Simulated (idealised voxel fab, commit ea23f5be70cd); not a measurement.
This section sets out a process module, namely voxel gate over fins.
Shown is cross-section cut, with a width of 265 nm and square cells of size 5 nm.
Cross-section layout: square cells on a grid; listed as bands, top to bottom; a band spans one or more cell rows. Top, bottom (nm), then materials left to right with widths (nm); lone material tagged "all across" fills the whole band edge to edge; "empty" = empty space. Where do heights start? At 0: under that level the wafer as delivered is made of one material only. And the lowest band has no floor; it just carries on downward, as in "top 0, no bottom". Graded width ("30 to 40"): value in top row of band = first number; value in bottom row = second number; row-to-row change constant. It should be understood that the words "changes: none", when stated for a given step, signify that the cross-section underwent no change in any of its cells during that step. Enclosed voids (no open way to top), threshold 8 cells or more, entry "Closed void register", notation width x height at distance, distance from left edge, nm. Formally, on a step line, whatever follows the settings is a remark that the simulator itself makes on the step. The optional step-line setting "overlay nm" applies to steps with a mask and quantifies how far to the right of its planned location the mask lay, a negative value indicating leftward placement.
## Planned step list for the process
1 RECEIVE [material Si]
2 CONFORMAL_DEP [material SiN] [thk nm 5]
3 DIRECTIONAL_DEP [material aC] [thk nm 10]
4 PATTERN [tone cover] [mask id FINS] [material resist] [width nm 15] [pitch nm 40] [thk nm 30] [overlay nm 0]
5 DIRECTIONAL_ETCH [etch materials aC] [depth nm 10]
6 STRIP [etch materials resist]
7 DIRECTIONAL_ETCH [etch materials SiN] [depth nm 5]
8 DIRECTIONAL_ETCH [etch materials Si] [depth nm 30]
9 STRIP [etch materials aC]
10 OXIDIZE [depth nm 5]
11 FILL_DEP [material SiO2] [thk nm 15]
12 CMP [height nm 5]
13 SELECTIVE_ETCH [etch materials SiO2] [depth nm 20]
14 STRIP [etch materials SiN]
15 CONFORMAL_DEP [material HfO2] [thk nm 5]
16 CONFORMAL_DEP [material TiN] [thk nm 5]
17 FILL_DEP [material W] [thk nm 15]
18 CMP [height nm 20]
19 CONFORMAL_DEP [material SiN] [thk nm 10]
## Wafer as received: cross-section following step 1
  top 0, no bottom  Si all across
  Closed void register: none
## Post-module cross-section of the first of two wafers (run per plan)
  top 30, bottom 20  SiN all across
  top 20, bottom 10  W all across
  top 10, bottom 5  100 nm W  25 nm TiN  15 nm W  25 nm TiN  100 nm W
  top 5, bottom 0  100 nm W  5 nm TiN  15 nm HfO2  5 nm TiN  15 nm W  5 nm TiN  15 nm HfO2  5 nm TiN  100 nm W
  top 0, bottom -5  100 nm W  5 nm TiN  5 nm HfO2  5 nm Si  5 nm HfO2  5 nm TiN  15 nm W  5 nm TiN  5 nm HfO2  5 nm Si  5 nm HfO2  5 nm TiN  100 nm W
  top -5, bottom -10  105 nm TiN  5 nm HfO2  5 nm Si  5 nm HfO2  25 nm TiN  5 nm HfO2  5 nm Si  5 nm HfO2  105 nm TiN
  top -10, bottom -15  110 nm HfO2  5 nm Si  35 nm HfO2  5 nm Si  110 nm HfO2
  top -15, bottom -35  110 nm SiO2  5 nm Si  35 nm SiO2  5 nm Si  110 nm SiO2
  top -35, no bottom  Si all across
  Closed void register: none
## Cross-sectional image of the second wafer of the two following completion of the module. Starting state and process plan were the same as for the first wafer; one execution error occurred
  top 30, bottom 20  SiN all across
  top 20, bottom 10  W all across
  top 10, bottom 5  110 nm TiN  5 nm W  35 nm TiN  5 nm W  110 nm TiN
  top 5, bottom 0  105 nm HfO2  5 nm TiN  5 nm W  5 nm TiN  25 nm HfO2  5 nm TiN  5 nm W  5 nm TiN  105 nm HfO2
  top 0, bottom -5  100 nm Si  5 nm HfO2  5 nm TiN  5 nm W  5 nm TiN  5 nm HfO2  15 nm Si  5 nm HfO2  5 nm TiN  5 nm W  5 nm TiN  5 nm HfO2  100 nm Si
  top -5, bottom -10  100 nm Si  5 nm HfO2  15 nm TiN  5 nm HfO2  15 nm Si  5 nm HfO2  15 nm TiN  5 nm HfO2  100 nm Si
  top -10, bottom -15  100 nm Si  25 nm HfO2  15 nm Si  25 nm HfO2  100 nm Si
  top -15, bottom -35  100 nm Si  25 nm SiO2  15 nm Si  25 nm SiO2  100 nm Si
  top -35, no bottom  Si all across
  Closed void register: none
Finding, execution versus plan: step 4 off recipe, ran as PATTERN [tone open] [mask id FINS] [material resist] [width nm 15] [pitch nm 40] [thk nm 30] [overlay nm 0]
It is noted that, at the conclusion of processing, the second wafer exhibits a higher or lower cell count for certain materials relative to the first: +287 Si, -164 SiO2, -123 W
